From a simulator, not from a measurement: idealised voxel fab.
process module | voxel transistor to metal
cross-section cut | 155 nm wide | cells 5 nm
A cross-section is a grid of square cells, given in bands from the top down. A band is one or more rows of cells.
Each band's line starts with the height of the band's top and of its bottom, in nm. Then come its materials from left to right, each with its width in nm. One material with "throughout" fills the band from edge to edge. "air" is empty space.
Height 0 is the level under which the wafer as received is all one material. The lowest band goes on downwards, as in "0 down".
A width such as "30 to 40" changes by the same amount from each row of cells to the next, from the band's top row to its bottom row.
"no change" after a step means that no cell of the cross-section changed.
closed voids: empty space of 8 cells or more with no open way to the top, each as width x height at its distance from the left edge, in nm
after a step's settings: what the simulator itself notes on the step
overlay nm, on a step with a mask: how far to the right of its planned place the mask lay; to the left if negative
plan
1 op RECEIVE | material Si
2 op OXIDIZE | depth nm 5
3 op CONFORMAL_DEP | material SiN | thk nm 15
4 op DIRECTIONAL_DEP | material aC | thk nm 15
5 op PATTERN | tone cover | mask id ACTIVE | material resist | width nm 120 | thk nm 30 | overlay nm 0
6 op DIRECTIONAL_ETCH | etch materials aC | depth nm 15
7 op STRIP | etch materials resist
8 op DIRECTIONAL_ETCH | etch materials SiN | depth nm 15
9 op DIRECTIONAL_ETCH | etch materials SiO2 | depth nm 5
10 op DIRECTIONAL_ETCH | etch materials Si | depth nm 35
11 op STRIP | etch materials aC
12 op FILL_DEP | material SiO2 | thk nm 15
13 op CMP | height nm 15
14 op SELECTIVE_ETCH | etch materials SiO2 | depth nm 5
15 op STRIP | etch materials SiN
16 op SELECTIVE_ETCH | etch materials SiO2 | depth nm 5
17 op OXIDIZE | depth nm 5
18 op DIRECTIONAL_DEP | material polySi | thk nm 20
19 op DIRECTIONAL_DEP | material SiCN | thk nm 10
20 op MASKED_ETCH | tone cover | mask id GATE | width nm 30 | etch materials SiCN | depth nm 20 | overlay nm 0
21 op MASKED_ETCH | tone cover | mask id GATE | width nm 30 | etch materials polySi | depth nm 30 | overlay nm 0
22 op CONFORMAL_DEP | material SiO2 | thk nm 5
23 op DIRECTIONAL_ETCH | etch materials SiO2 | depth nm 5
24 op CONFORMAL_DEP | material SiN | thk nm 10
25 op DIRECTIONAL_ETCH | etch materials SiN | depth nm 10
26 op DIRECTIONAL_ETCH | etch materials SiO2 | depth nm 5
27 op DIRECTIONAL_ETCH | etch materials Si | depth nm 15
28 op EPI | material SiGe | thk nm 15
29 op FILL_DEP | material SiO2 | thk nm 10
30 op CMP | height nm 15
31 op STRIP | etch materials polySi
32 op SELECTIVE_ETCH | etch materials SiO2 | depth nm 5
33 op CONFORMAL_DEP | material HfO2 | thk nm 5
34 op CONFORMAL_DEP | material TiN | thk nm 5
35 op FILL_DEP | material W | thk nm 10
36 op CMP | height nm 10
37 op DIRECTIONAL_DEP | material SiO2 | thk nm 15
38 op DIRECTIONAL_DEP | material aC | thk nm 15
39 op PATTERN | tone open | mask id CONTACT | material resist | width nm 20 | pitch nm 80 | thk nm 30 | overlay nm 0
40 op DIRECTIONAL_ETCH | etch materials aC | depth nm 15
41 op STRIP | etch materials resist
42 op DIRECTIONAL_ETCH | etch materials SiO2 | depth nm 20
43 op STRIP | etch materials aC
44 op CONFORMAL_DEP | material TiN | thk nm 5
45 op FILL_DEP | material W | thk nm 5
46 op CMP | height nm 25
47 op DIRECTIONAL_DEP | material TiN | thk nm 5
48 op DIRECTIONAL_DEP | material W | thk nm 15
49 op MASKED_ETCH | tone cover | mask id METAL_1 | width nm 20 | pitch nm 80 | etch materials W | depth nm 15 | overlay nm 0
50 op MASKED_ETCH | tone cover | mask id METAL_1 | width nm 20 | pitch nm 80 | etch materials TiN | depth nm 5 | overlay nm 0
51 op FILL_DEP | material SiO2 | thk nm 5
52 op CMP | height nm 45
53 op CONFORMAL_DEP | material SiCN | thk nm 5
first wafer, as planned
as received, after step 1
  0 down: Si throughout
  closed voids: none
after step 2
  0 to -5: SiO2 throughout
  below -5: unchanged
after step 3
  15 to 0: SiN throughout
  below 0: unchanged
after step 4
  30 to 15: aC throughout
  below 15: unchanged
after step 5
  60 to 30: air 15 | resist 120 | air 20
  below 30: unchanged
after step 6
  45 to 30: air 15 | resist 120 | air 20
  30 to 15: air 15 | aC 120 | air 20
  below 15: unchanged
after step 7
  30 to 15: air 15 | aC 120 | air 20
  below 15: unchanged
after step 8
  30 to 15: air 15 | aC 120 | air 20
  15 to 0: air 15 | SiN 120 | air 20
  below 0: unchanged
after step 9
  30 to 15: air 15 | aC 120 | air 20
  15 to 0: air 15 | SiN 120 | air 20
  0 to -5: air 15 | SiO2 120 | air 20
  below -5: unchanged
after step 10
  30 to 15: air 15 | aC 120 | air 20
  15 to 0: air 15 | SiN 120 | air 20
  0 to -5: air 15 | SiO2 120 | air 20
  -5 to -40: air 15 | Si 120 | air 20
  below -40: unchanged
after step 11
  15 to 0: air 15 | SiN 120 | air 20
  below 0: unchanged
after step 12
  30 to 15: SiO2 throughout
  15 to 0: SiO2 15 | SiN 120 | SiO2 20
  0 to -5: SiO2 throughout
  -5 to -40: SiO2 15 | Si 120 | SiO2 20
  below -40: unchanged
after step 13
  15 to 0: SiO2 15 | SiN 120 | SiO2 20
  below 0: unchanged
after step 14
  15 to 10: air 15 | SiN 120 | air 20
  below 10: unchanged
after step 15
  10 to 0: SiO2 15 | air 120 | SiO2 20
  below 0: unchanged
after step 16
  5 to -5: SiO2 10 | air 130 | SiO2 15
  below -5: unchanged
after step 17
  5 to -5: SiO2 10 | air 130 | SiO2 15
  -5 to -10: SiO2 throughout
  below -10: unchanged
after step 18
  25 to 15: polySi 10 | air 130 | polySi 15
  15 to 5: polySi throughout
  5 to -5: SiO2 10 | polySi 130 | SiO2 15
  below -5: unchanged
after step 19
  35 to 25: SiCN 10 | air 130 | SiCN 15
  25 to 15: polySi 10 | SiCN 130 | polySi 15
  below 15: unchanged
after step 20
  25 to 15: polySi 10 | air 50 | SiCN 30 | air 50 | polySi 15
  below 15: unchanged
after step 21
  25 to 15: air 60 | SiCN 30 | air 65
  15 to 5: air 60 | polySi 30 | air 65
  5 to -5: SiO2 10 | air 50 | polySi 30 | air 50 | SiO2 15
  below -5: unchanged
after step 22
  30 to 25: air 55 | SiO2 40 | air 60
  25 to 15: air 55 | SiO2 5 | SiCN 30 | SiO2 5 | air 60
  15 to 10: air 55 | SiO2 5 | polySi 30 | SiO2 5 | air 60
  10 to 0: SiO2 15 | air 40 | SiO2 5 | polySi 30 | SiO2 5 | air 40 | SiO2 20
  0 to -5: SiO2 60 | polySi 30 | SiO2 65
  below -5: unchanged
after step 23
  25 to 15: air 55 | SiO2 5 | SiCN 30 | SiO2 5 | air 60
  15 to 5: air 55 | SiO2 5 | polySi 30 | SiO2 5 | air 60
  5 to -5: SiO2 15 | air 40 | SiO2 5 | polySi 30 | SiO2 5 | air 40 | SiO2 20
  below -5: unchanged
after step 24
  35 to 25: air 45 | SiN 60 | air 50
  25 to 15: air 45 | SiN 10 | SiO2 5 | SiCN 30 | SiO2 5 | SiN 10 | air 50
  15 to 5: SiN 25 | air 20 | SiN 10 | SiO2 5 | polySi 30 | SiO2 5 | SiN 10 | air 20 | SiN 30
  5 to -5: SiO2 15 | SiN 40 | SiO2 5 | polySi 30 | SiO2 5 | SiN 40 | SiO2 20
  below -5: unchanged
after step 25
  25 to 15: air 45 | SiN 10 | SiO2 5 | SiCN 30 | SiO2 5 | SiN 10 | air 50
  15 to 5: air 45 | SiN 10 | SiO2 5 | polySi 30 | SiO2 5 | SiN 10 | air 50
  5 to -5: SiO2 15 | SiN 10 | air 20 | SiN 10 | SiO2 5 | polySi 30 | SiO2 5 | SiN 10 | air 20 | SiN 10 | SiO2 20
  below -5: unchanged
after step 26
  25 to 20: air 45 | SiN 10 | air 5 | SiCN 30 | air 5 | SiN 10 | air 50
  20 to 15: air 45 | SiN 10 | SiO2 5 | SiCN 30 | SiO2 5 | SiN 10 | air 50
  15 to 5: air 45 | SiN 10 | SiO2 5 | polySi 30 | SiO2 5 | SiN 10 | air 50
  5 to 0: air 15 | SiN 10 | air 20 | SiN 10 | SiO2 5 | polySi 30 | SiO2 5 | SiN 10 | air 20 | SiN 10 | air 20
  0 to -5: SiO2 15 | SiN 10 | air 20 | SiN 10 | SiO2 5 | polySi 30 | SiO2 5 | SiN 10 | air 20 | SiN 10 | SiO2 20
  -5 to -10: SiO2 25 | air 20 | SiO2 60 | air 20 | SiO2 30
  below -10: unchanged
after step 27
  25 to 20: air 45 | SiN 10 | air 5 | SiCN 30 | air 5 | SiN 10 | air 50
  20 to 15: air 45 | SiN 10 | SiO2 5 | SiCN 30 | SiO2 5 | SiN 10 | air 50
  15 to 5: air 45 | SiN 10 | SiO2 5 | polySi 30 | SiO2 5 | SiN 10 | air 50
  5 to 0: air 15 | SiN 10 | air 20 | SiN 10 | SiO2 5 | polySi 30 | SiO2 5 | SiN 10 | air 20 | SiN 10 | air 20
  0 to -5: SiO2 15 | SiN 10 | air 20 | SiN 10 | SiO2 5 | polySi 30 | SiO2 5 | SiN 10 | air 20 | SiN 10 | SiO2 20
  -5 to -10: SiO2 25 | air 20 | SiO2 60 | air 20 | SiO2 30
  -10 to -25: SiO2 15 | Si 10 | air 20 | Si 60 | air 20 | Si 10 | SiO2 20
  below -25: unchanged
after step 28
  25 to 20: air 45 | SiN 10 | air 5 | SiCN 30 | air 5 | SiN 10 | air 50
  20 to 15: air 45 | SiN 10 | SiO2 5 | SiCN 30 | SiO2 5 | SiN 10 | air 50
  15 to 5: air 45 | SiN 10 | SiO2 5 | polySi 30 | SiO2 5 | SiN 10 | air 50
  5 to 0: air 15 | SiN 10 | SiGe 20 | SiN 10 | SiO2 5 | polySi 30 | SiO2 5 | SiN 10 | SiGe 20 | SiN 10 | air 20
  0 to -5: SiO2 15 | SiN 10 | SiGe 20 | SiN 10 | SiO2 5 | polySi 30 | SiO2 5 | SiN 10 | SiGe 20 | SiN 10 | SiO2 20
  -5 to -10: SiO2 25 | SiGe 20 | SiO2 60 | SiGe 20 | SiO2 30
  -10 to -25: SiO2 15 | Si 10 | SiGe 20 | Si 60 | SiGe 20 | Si 10 | SiO2 20
  below -25: unchanged
after step 29
  35 to 25: SiO2 throughout
  25 to 15: SiO2 45 | SiN 10 | SiO2 5 | SiCN 30 | SiO2 5 | SiN 10 | SiO2 50
  15 to 5: SiO2 45 | SiN 10 | SiO2 5 | polySi 30 | SiO2 5 | SiN 10 | SiO2 50
  5 to -5: SiO2 15 | SiN 10 | SiGe 20 | SiN 10 | SiO2 5 | polySi 30 | SiO2 5 | SiN 10 | SiGe 20 | SiN 10 | SiO2 20
  below -5: unchanged
after step 30
  15 to 5: SiO2 45 | SiN 10 | SiO2 5 | polySi 30 | SiO2 5 | SiN 10 | SiO2 50
  below 5: unchanged
after step 31
  15 to 5: SiO2 45 | SiN 10 | SiO2 5 | air 30 | SiO2 5 | SiN 10 | SiO2 50
  5 to -5: SiO2 15 | SiN 10 | SiGe 20 | SiN 10 | SiO2 5 | air 30 | SiO2 5 | SiN 10 | SiGe 20 | SiN 10 | SiO2 20
  below -5: unchanged
after step 32
  15 to 10: air 45 | SiN 10 | air 40 | SiN 10 | air 50
  10 to 5: SiO2 45 | SiN 10 | air 40 | SiN 10 | SiO2 50
  5 to -5: SiO2 15 | SiN 10 | SiGe 20 | SiN 10 | air 40 | SiN 10 | SiGe 20 | SiN 10 | SiO2 20
  -5 to -10: SiO2 25 | SiGe 20 | SiO2 10 | air 40 | SiO2 10 | SiGe 20 | SiO2 30
  below -10: unchanged
after step 33
  20 to 15: air 40 | HfO2 20 | air 30 | HfO2 20 | air 45
  15 to 10: HfO2 45 | SiN 10 | HfO2 5 | air 30 | HfO2 5 | SiN 10 | HfO2 50
  10 to 5: SiO2 45 | SiN 10 | HfO2 5 | air 30 | HfO2 5 | SiN 10 | SiO2 50
  5 to -5: SiO2 15 | SiN 10 | SiGe 20 | SiN 10 | HfO2 5 | air 30 | HfO2 5 | SiN 10 | SiGe 20 | SiN 10 | SiO2 20
  -5 to -10: SiO2 25 | SiGe 20 | SiO2 10 | HfO2 40 | SiO2 10 | SiGe 20 | SiO2 30
  below -10: unchanged
after step 34
  25 to 20: air 35 | TiN 30 | air 20 | TiN 30 | air 40
  20 to 15: TiN 40 | HfO2 20 | TiN 5 | air 20 | TiN 5 | HfO2 20 | TiN 45
  15 to 10: HfO2 45 | SiN 10 | HfO2 5 | TiN 5 | air 20 | TiN 5 | HfO2 5 | SiN 10 | HfO2 50
  10 to 5: SiO2 45 | SiN 10 | HfO2 5 | TiN 5 | air 20 | TiN 5 | HfO2 5 | SiN 10 | SiO2 50
  5 to 0: SiO2 15 | SiN 10 | SiGe 20 | SiN 10 | HfO2 5 | TiN 5 | air 20 | TiN 5 | HfO2 5 | SiN 10 | SiGe 20 | SiN 10 | SiO2 20
  0 to -5: SiO2 15 | SiN 10 | SiGe 20 | SiN 10 | HfO2 5 | TiN 30 | HfO2 5 | SiN 10 | SiGe 20 | SiN 10 | SiO2 20
  below -5: unchanged
after step 35
  35 to 25: W throughout
  25 to 20: W 35 | TiN 30 | W 20 | TiN 30 | W 40
  20 to 15: TiN 40 | HfO2 20 | TiN 5 | W 20 | TiN 5 | HfO2 20 | TiN 45
  15 to 10: HfO2 45 | SiN 10 | HfO2 5 | TiN 5 | W 20 | TiN 5 | HfO2 5 | SiN 10 | HfO2 50
  10 to 5: SiO2 45 | SiN 10 | HfO2 5 | TiN 5 | W 20 | TiN 5 | HfO2 5 | SiN 10 | SiO2 50
  5 to 0: SiO2 15 | SiN 10 | SiGe 20 | SiN 10 | HfO2 5 | TiN 5 | W 20 | TiN 5 | HfO2 5 | SiN 10 | SiGe 20 | SiN 10 | SiO2 20
  below 0: unchanged
after step 36
  10 to 5: SiO2 45 | SiN 10 | HfO2 5 | TiN 5 | W 20 | TiN 5 | HfO2 5 | SiN 10 | SiO2 50
  below 5: unchanged
after step 37
  25 to 10: SiO2 throughout
  below 10: unchanged
after step 38
  40 to 25: aC throughout
  below 25: unchanged
after step 39
  70 to 40: resist 25 | air 20 | resist 60 | air 20 | resist 30
  below 40: unchanged
after step 40
  55 to 40: resist 25 | air 20 | resist 60 | air 20 | resist 30
  40 to 25: aC 25 | air 20 | aC 60 | air 20 | aC 30
  below 25: unchanged
after step 41
  40 to 25: aC 25 | air 20 | aC 60 | air 20 | aC 30
  below 25: unchanged
after step 42
  40 to 25: aC 25 | air 20 | aC 60 | air 20 | aC 30
  25 to 10: SiO2 25 | air 20 | SiO2 60 | air 20 | SiO2 30
  10 to 5: SiO2 25 | air 20 | SiN 10 | HfO2 5 | TiN 5 | W 20 | TiN 5 | HfO2 5 | SiN 10 | air 20 | SiO2 30
  below 5: unchanged
after step 43
  25 to 10: SiO2 25 | air 20 | SiO2 60 | air 20 | SiO2 30
  below 10: unchanged
after step 44
  30 to 25: TiN 30 | air 10 | TiN 70 | air 10 | TiN 35
  25 to 10: SiO2 25 | TiN 5 | air 10 | TiN 5 | SiO2 60 | TiN 5 | air 10 | TiN 5 | SiO2 30
  10 to 5: SiO2 25 | TiN 20 | SiN 10 | HfO2 5 | TiN 5 | W 20 | TiN 5 | HfO2 5 | SiN 10 | TiN 20 | SiO2 30
  below 5: unchanged
after step 45
  35 to 30: W throughout
  30 to 25: TiN 30 | W 10 | TiN 70 | W 10 | TiN 35
  25 to 10: SiO2 25 | TiN 5 | W 10 | TiN 5 | SiO2 60 | TiN 5 | W 10 | TiN 5 | SiO2 30
  below 10: unchanged
after step 46
  25 to 10: SiO2 25 | TiN 5 | W 10 | TiN 5 | SiO2 60 | TiN 5 | W 10 | TiN 5 | SiO2 30
  below 10: unchanged
after step 47
  30 to 25: TiN throughout
  below 25: unchanged
after step 48
  45 to 30: W throughout
  below 30: unchanged
after step 49
  45 to 30: air 25 | W 20 | air 60 | W 20 | air 30
  below 30: unchanged
after step 50
  45 to 30: air 25 | W 20 | air 60 | W 20 | air 30
  30 to 25: air 25 | TiN 20 | air 60 | TiN 20 | air 30
  below 25: unchanged
after step 51
  50 to 45: SiO2 throughout
  45 to 30: SiO2 25 | W 20 | SiO2 60 | W 20 | SiO2 30
  30 to 25: SiO2 25 | TiN 20 | SiO2 60 | TiN 20 | SiO2 30
  below 25: unchanged
after step 52
  45 to 30: SiO2 25 | W 20 | SiO2 60 | W 20 | SiO2 30
  below 30: unchanged
after step 53
  50 to 45: SiCN throughout
  below 45: unchanged
second wafer: like start, like plan, one mistake. Through step 36 it matches the first wafer
when step 37 should have ended
  25 to 10: HfO2 throughout
  below 10: unchanged
when step 38 should have ended
  40 to 25: aC throughout
  below 25: unchanged
when step 39 should have ended
  70 to 40: resist 25 | air 20 | resist 60 | air 20 | resist 30
  below 40: unchanged
when step 40 should have ended
  55 to 40: resist 25 | air 20 | resist 60 | air 20 | resist 30
  40 to 25: aC 25 | air 20 | aC 60 | air 20 | aC 30
  below 25: unchanged
when step 41 should have ended
  40 to 25: aC 25 | air 20 | aC 60 | air 20 | aC 30
  below 25: unchanged
when step 42 should have ended: no change
when step 43 should have ended
  25 to 10: HfO2 throughout
  below 10: unchanged
when step 44 should have ended
  30 to 25: TiN throughout
  below 25: unchanged
when step 45 should have ended
  35 to 30: W throughout
  below 30: unchanged
when step 46 should have ended
  25 to 10: HfO2 throughout
  below 10: unchanged
when step 47 should have ended
  30 to 25: TiN throughout
  below 25: unchanged
when step 48 should have ended
  45 to 30: W throughout
  below 30: unchanged
when step 49 should have ended
  45 to 30: air 25 | W 20 | air 60 | W 20 | air 30
  below 30: unchanged
when step 50 should have ended
  45 to 30: air 25 | W 20 | air 60 | W 20 | air 30
  30 to 25: air 25 | TiN 20 | air 60 | TiN 20 | air 30
  below 25: unchanged
when step 51 should have ended
  50 to 45: SiO2 throughout
  45 to 30: SiO2 25 | W 20 | SiO2 60 | W 20 | SiO2 30
  30 to 25: SiO2 25 | TiN 20 | SiO2 60 | TiN 20 | SiO2 30
  below 25: unchanged
when step 52 should have ended
  45 to 30: SiO2 25 | W 20 | SiO2 60 | W 20 | SiO2 30
  below 30: unchanged
when step 53 should have ended
  50 to 45: SiCN throughout
  below 45: unchanged
what went wrong: step 37 ran as: op DIRECTIONAL_DEP | material HfO2 | thk nm 15
at the end the second wafer has, in cells: 93 more of HfO2 | 61 fewer of SiO2 | 20 fewer of TiN | 12 fewer of W
